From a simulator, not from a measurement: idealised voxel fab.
Process module name: voxel capacitor over wiring
Square cell edge 5 nm, section width 300 nm, ID cut.
Throughout this document, each cross-section is represented as a grid of square cells and is presented as a sequence of bands enumerated from the top downward, where a band comprises one or more rows of cells. Band entry format. Leading values: height of top, height of bottom, nm. Remainder: materials in left-to-right order, each with its width in nm. Special words: "throughout" on a single material, which then fills the band edge to edge; "air", empty space. Height reference: 0 = level under which incoming wafer is all one material. Lowest band: no bottom, runs on downward, e.g. "0..down". A width such as "30 to 40" changes by the same amount from each row of cells to the next, from the band's top row to its bottom row. "stayed the same" after a step means that no cell of the cross-section changed. "Voids lacking openings": sealed empty spaces, 8 cells or more, no open way to top, listed width x height at distance, with distance from the left edge and width, height and distance in nm. The remark found on a step's line after its settings is issued by the simulator itself and pertains to that step. overlay nm: for a step with a mask, the amount by which the mask lay right of where it was planned; a negative amount means left of it.
### Steps planned for the process
| 1 | RECEIVE (material Si) |
| 2 | CONFORMAL_DEP (material SiO2; thk nm 10) |
| 3 | CONFORMAL_DEP (material SiCN; thk nm 5) |
| 4 | DIRECTIONAL_DEP (material lowk; thk nm 25) |
| 5 | MASKED_ETCH (tone open; mask id METAL_1; width nm 30; pitch nm 100; etch materials lowk; depth nm 25; overlay nm 0) |
| 6 | MASKED_ETCH (tone open; mask id METAL_1; width nm 30; pitch nm 100; etch materials SiCN; depth nm 5; overlay nm 0) |
| 7 | CONFORMAL_DEP (material TiN; thk nm 5) |
| 8 | FILL_DEP (material Cu; thk nm 5) |
| 9 | CMP (height nm 40) |
| 10 | EPI (material Ru; thk nm 5) |
| 11 | FILL_DEP (material SiCN; thk nm 5) |
| 12 | DIRECTIONAL_DEP (material lowk; thk nm 10) |
| 13 | DIRECTIONAL_DEP (material aC; thk nm 15) |
| 14 | PATTERN (tone open; mask id PLUG_1; material resist; width nm 15; thk nm 35; overlay nm 0) |
| 15 | DIRECTIONAL_ETCH (etch materials aC; depth nm 15) |
| 16 | STRIP (etch materials resist) |
| 17 | DIRECTIONAL_ETCH (etch materials lowk; depth nm 10) |
| 18 | DIRECTIONAL_ETCH (etch materials SiCN; depth nm 5) |
| 19 | STRIP (etch materials aC) |
| 20 | EPI (material Ru; thk nm 10) |
| 21 | EPI (material Ru; thk nm 5) |
| 22 | DIRECTIONAL_DEP (material TiN; thk nm 5) |
| 23 | DIRECTIONAL_DEP (material SiN; thk nm 5) |
| 24 | DIRECTIONAL_DEP (material TiN; thk nm 5) |
| 25 | DIRECTIONAL_DEP (material aC; thk nm 15) |
| 26 | PATTERN (tone cover; mask id UPPER_PLATE; material resist; width nm 75; thk nm 30; overlay nm 0) |
| 27 | DIRECTIONAL_ETCH (etch materials aC; depth nm 15) |
| 28 | STRIP (etch materials resist) |
| 29 | DIRECTIONAL_ETCH (etch materials TiN; depth nm 5) |
| 30 | DIRECTIONAL_ETCH (etch materials SiN; depth nm 5) |
| 31 | STRIP (etch materials aC) |
| 32 | DIRECTIONAL_DEP (material aC; thk nm 15) |
| 33 | PATTERN (tone cover; mask id LOWER_PLATE; material resist; width nm 85; thk nm 35; overlay nm 0) |
| 34 | DIRECTIONAL_ETCH (etch materials aC; depth nm 15) |
| 35 | STRIP (etch materials resist) |
| 36 | DIRECTIONAL_ETCH (etch materials TiN; depth nm 5) |
| 37 | STRIP (etch materials aC) |
| 38 | FILL_DEP (material SiO2; thk nm 15) |
| 39 | CMP (height nm 85) |
| 40 | DIRECTIONAL_DEP (material aC; thk nm 15) |
| 41 | PATTERN (tone open; mask id PLUG_2; material resist; width nm 15; thk nm 35; overlay nm 0) |
| 42 | DIRECTIONAL_ETCH (etch materials aC; depth nm 15) |
| 43 | STRIP (etch materials resist) |
| 44 | DIRECTIONAL_ETCH (etch materials SiO2; depth nm 10) |
| 45 | STRIP (etch materials aC) |
| 46 | CONFORMAL_DEP (material TiN; thk nm 5) |
| 47 | FILL_DEP (material Cu; thk nm 10) |
| 48 | CMP (height nm 85) |
| 49 | CONFORMAL_DEP (material SiCN; thk nm 5) |
Heads up: all these wafers start the same, and what changes between them is the thk nm in step 24. The value you see in the plan is just what the first wafer got.
### The first of several wafers, as received after step 1, seen in section
0..down: Si throughout
Voids lacking openings: none
### Cross-section of the first of several wafers once the module has run through its last step, step 49
90..85: SiCN throughout
85..80: SiO2 (110)  TiN (5)  Cu (5)  TiN (5)  SiO2 (175)
80..70: SiO2 (110 to 100)  TiN (15 to 75)  SiO2 (175 to 125)
70..65: SiO2 (100)  SiN (75)  SiO2 (125)
65..60: SiO2 (95)  TiN (85)  SiO2 (120)
60..50: lowk (100)  Ru (15)  lowk (185)
50..45: SiCN (100)  Ru (15)  SiCN (185)
45..40: SiCN (80)  Ru (40)  SiCN (60)  Ru (40)  SiCN (80)
40..15: lowk (85)  TiN (5)  Cu (20)  TiN (5)  lowk (70)  TiN (5)  Cu (20)  TiN (5)  lowk (85)
15..10: SiCN (85)  TiN (30)  SiCN (70)  TiN (30)  SiCN (85)
10..0: SiO2 throughout
0..down: Si throughout
Voids lacking openings: none
### Final wafer of several, shown in cross-section at the end of the module
90..85: SiCN throughout
85..80: SiO2 (95)  TiN (85)  SiO2 (120)
80..70: TiN throughout
70..65: SiN throughout
65..60: TiN throughout
60..50: lowk (100)  Ru (15)  lowk (185)
50..45: SiCN (100)  Ru (15)  SiCN (185)
45..40: SiCN (80)  Ru (40)  SiCN (60)  Ru (40)  SiCN (80)
40..15: lowk (85)  TiN (5)  Cu (20)  TiN (5)  lowk (70)  TiN (5)  Cu (20)  TiN (5)  lowk (85)
15..10: SiCN (85)  TiN (30)  SiCN (70)  TiN (30)  SiCN (85)
10..0: SiO2 throughout
0..down: Si throughout
Voids lacking openings: none
### Basically each wafer gets a line in the table, showing it at the end of the module: material by material, the cells it gained (+) or lost (-) since we got it, then its closed voids
thk nm 5 | +41 Cu | +25 Ru | +209 SiCN | +15 SiN | +367 SiO2 | +69 TiN | +354 lowk | Voids lacking openings: none
thk nm 10 | +40 Cu | +25 Ru | +209 SiCN | +60 SiN | +265 SiO2 | +127 TiN | +354 lowk | Voids lacking openings: none
thk nm 15 | +40 Cu | +25 Ru | +209 SiCN | +60 SiN | +208 SiO2 | +184 TiN | +354 lowk | Voids lacking openings: none
thk nm 20 | +40 Cu | +25 Ru | +209 SiCN | +60 SiN | +163 SiO2 | +229 TiN | +354 lowk | Voids lacking openings: none
